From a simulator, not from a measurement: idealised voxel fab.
Name of the process module below: voxel fin reveal
The cross-section shown here is cut; it is 150 nm wide and divided into square cells measuring 5 nm on a side.
Notation: cross-section as square-cell grid; stated in bands, top first, going down; one or more cell rows per band. Read a band's entry like this: the first values are the height of its top and the height of its bottom in nm, and what follows is the sequence of materials from left to right, each with its width in nm. Note that "air" is empty space, and that a single material marked "throughout" reaches across the band from edge to edge. Convention: height 0 is the level below which the wafer, as received, is all one material. The lowest band does not terminate at the bottom but continues downward, represented as "0..down". It should be noted that a width expressed as "30->40" varies in equal increments from row to row of cells within the band, taking the value of the first number at the top row and that of the second number at the bottom row. "nothing different" means the step left every cell of the cross-section as it was. Any empty space of 8 cells or more lacking an open way to the top shows up in "Closed void inventory" as width x height at distance, distance from the left edge, in nm. Anything after a step's settings on that line? It's the simulator's own note about the step. overlay nm: mask right of planned place by this much (step with mask). Neg. = left.

### The process steps that were planned are listed below
1,RECEIVE (material Si)
2,CONFORMAL_DEP (material SiN; thk nm 10)
3,MASKED_ETCH (tone cover; mask id FINS; width nm 15; pitch nm 45; etch materials SiN; depth nm 10; overlay nm 0)
4,MASKED_ETCH (tone cover; mask id FINS; width nm 15; pitch nm 45; etch materials Si; depth nm 30; overlay nm 0)
5,OXIDIZE (depth nm 5)
6,FILL_DEP (material SiO2; thk nm 5)
7,CMP (height nm 10)
8,SELECTIVE_ETCH (etch materials SiO2; depth nm 30)
9,STRIP (etch materials SiN)

### So this is the incoming wafer in cross-section - it's already been through step 1
	0..down | Si throughout
	Closed void inventory: none

### As-planned run: cross-section of the first of two wafers at end of module
	0..-20 | air 50 nm / Si 5 nm / air 40 nm / Si 5 nm / air 50 nm
	-20..-35 | SiO2 50 nm / Si 5 nm / SiO2 40 nm / Si 5 nm / SiO2 50 nm
	-35..down | Si throughout
	Closed void inventory: none

### second wafer at the end: like start, like plan, one mistake
	10..0 | air 45 nm / SiN 15 nm / air 30 nm / SiN 15 nm / air 45 nm
	0..-20 | air 50 nm / Si 5 nm / air 40 nm / Si 5 nm / air 50 nm
	-20..-35 | SiO2 50 nm / Si 5 nm / SiO2 40 nm / Si 5 nm / SiO2 50 nm
	-35..down | Si throughout
	Closed void inventory: none
Want to know what went wrong? step 9 of the plan never got run, it was skipped over
End of process, cell counts, second wafer against first, materials with more or fewer: 12 more of SiN
